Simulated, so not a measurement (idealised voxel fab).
The name of this process module is voxel released beams.
The width of the displayed cross-section, cut, is 290 nm; its cells are square, with a size of 5 nm.
Cross-section layout: square cells on a grid; listed as bands, top to bottom; a band spans one or more cell rows.
Band entry format. Leading values: height of top, height of bottom, nm. Remainder: materials in left-to-right order, each with its width in nm. Special words: "edge to edge" on a single material, which then fills the band edge to edge; "empty", empty space.
Heights are reckoned from 0. Under this level, the received wafer is all of one material. The bottommost band is open-ended downward, for example "top 0, no bottom".
It should be noted that a width expressed as "30 to 40" varies in equal increments from row to row of cells within the band, taking the value of the first number at the top row and that of the second number at the bottom row.
The cross-section has no changed cell in any step marked "no change".
Entry "Entrapped void list". Content: empty spaces with no open connection to the top, size 8 cells or greater. Each: width x height at distance. Distance: from left edge. Unit: nm.
Note: text after step settings on the step line = simulator remark on that step.
Steps that use a mask can have "overlay nm" on their line. It says how far the mask sat to the right of where it was meant to be. Negative means to the left.
THE PROCESS STEPS THAT WERE PLANNED ARE LISTED BELOW
1) RECEIVE, material Si
2) CONFORMAL_DEP, material SiN, thk nm 5
3) DIRECTIONAL_DEP, material SiO2, thk nm 10
4) MASKED_ETCH, tone open, mask id ANCHOR, width nm 30, etch materials SiO2, depth nm 10, overlay nm 0
5) CONFORMAL_DEP, material TiN, thk nm 10
6) MASKED_ETCH, tone cover, mask id BEAM, width nm 100, etch materials TiN, depth nm 10, overlay nm 0
7) STRIP, etch materials SiO2
THE FIRST OF THE TWO WAFERS, WHICH RAN AS PLANNED
INCOMING WAFER IN CROSS-SECTION (STATE: AFTER STEP 1)
top 0, no bottom = Si edge to edge
Entrapped void list: none
ONCE STEP 2 IS THROUGH, THE WAFER LOOKS LIKE THIS IN CROSS-SECTION
top 5, bottom 0 = SiN edge to edge
All layers under 0 are left as they were.
ONCE STEP 3 IS THROUGH, THE WAFER LOOKS LIKE THIS IN CROSS-SECTION
top 15, bottom 5 = SiO2 edge to edge
All layers under 5 are left as they were.
ONCE STEP 4 IS THROUGH, THE WAFER LOOKS LIKE THIS IN CROSS-SECTION
top 15, bottom 5 = SiO2: 95, then empty: 30, then SiO2: 165
All layers under 5 are left as they were.
ONCE STEP 5 IS THROUGH, THE WAFER LOOKS LIKE THIS IN CROSS-SECTION
top 25, bottom 15 = TiN: 105, then empty: 10, then TiN: 175
top 15, bottom 5 = SiO2: 95, then TiN: 30, then SiO2: 165
All layers under 5 are left as they were.
ONCE STEP 6 IS THROUGH, THE WAFER LOOKS LIKE THIS IN CROSS-SECTION
top 25, bottom 15 = empty: 90, then TiN: 15, then empty: 10, then TiN: 75, then empty: 100
All layers under 15 are left as they were.
ONCE STEP 7 IS THROUGH, THE WAFER LOOKS LIKE THIS IN CROSS-SECTION
top 25, bottom 15 = empty: 90, then TiN: 15, then empty: 10, then TiN: 75, then empty: 100
top 15, bottom 5 = empty: 95, then TiN: 30, then empty: 165
All layers under 5 are left as they were.
IT IS TO BE NOTED THAT THE SECOND WAFER PROCEEDED FROM THE SAME INITIAL STATE AND ACCORDING TO THE SAME PLAN AS THE FIRST, ALTHOUGH ONE MISTAKE WAS COMMITTED IN ITS EXECUTION; THROUGH STEP 2, INCLUSIVE, THE TWO WAFERS SHARE AN IDENTICAL HISTORY
THE SECOND WAFER CUT THROUGH, AT THE TIME STEP 3 WAS SUPPOSED TO BE FINISHED
top 10, bottom 5 = SiO2 edge to edge
All layers under 5 are left as they were.
THE SECOND WAFER CUT THROUGH, AT THE TIME STEP 4 WAS SUPPOSED TO BE FINISHED
top 10, bottom 5 = SiO2: 95, then empty: 30, then SiO2: 165
All layers under 5 are left as they were.
THE SECOND WAFER CUT THROUGH, AT THE TIME STEP 5 WAS SUPPOSED TO BE FINISHED
top 20, bottom 15 = TiN: 105, then empty: 10, then TiN: 175
top 15, bottom 10 = TiN edge to edge
top 10, bottom 5 = SiO2: 95, then TiN: 30, then SiO2: 165
All layers under 5 are left as they were.
THE SECOND WAFER CUT THROUGH, AT THE TIME STEP 6 WAS SUPPOSED TO BE FINISHED
top 20, bottom 15 = empty: 90, then TiN: 15, then empty: 10, then TiN: 75, then empty: 100
top 15, bottom 10 = empty: 90, then TiN: 100, then empty: 100
All layers under 10 are left as they were.
THE SECOND WAFER CUT THROUGH, AT THE TIME STEP 7 WAS SUPPOSED TO BE FINISHED
top 20, bottom 15 = empty: 90, then TiN: 15, then empty: 10, then TiN: 75, then empty: 100
top 15, bottom 5 = empty: 90 to 95, then TiN: 100 to 30, then empty: 100 to 165
All layers under 5 are left as they were.
Against the plan, the run slipped here: not per plan at step 3, really ran DIRECTIONAL_DEP, material SiO2, thk nm 5
Per the end-of-run cell counts, the second wafer holds more or fewer of some materials than the first: TiN -4
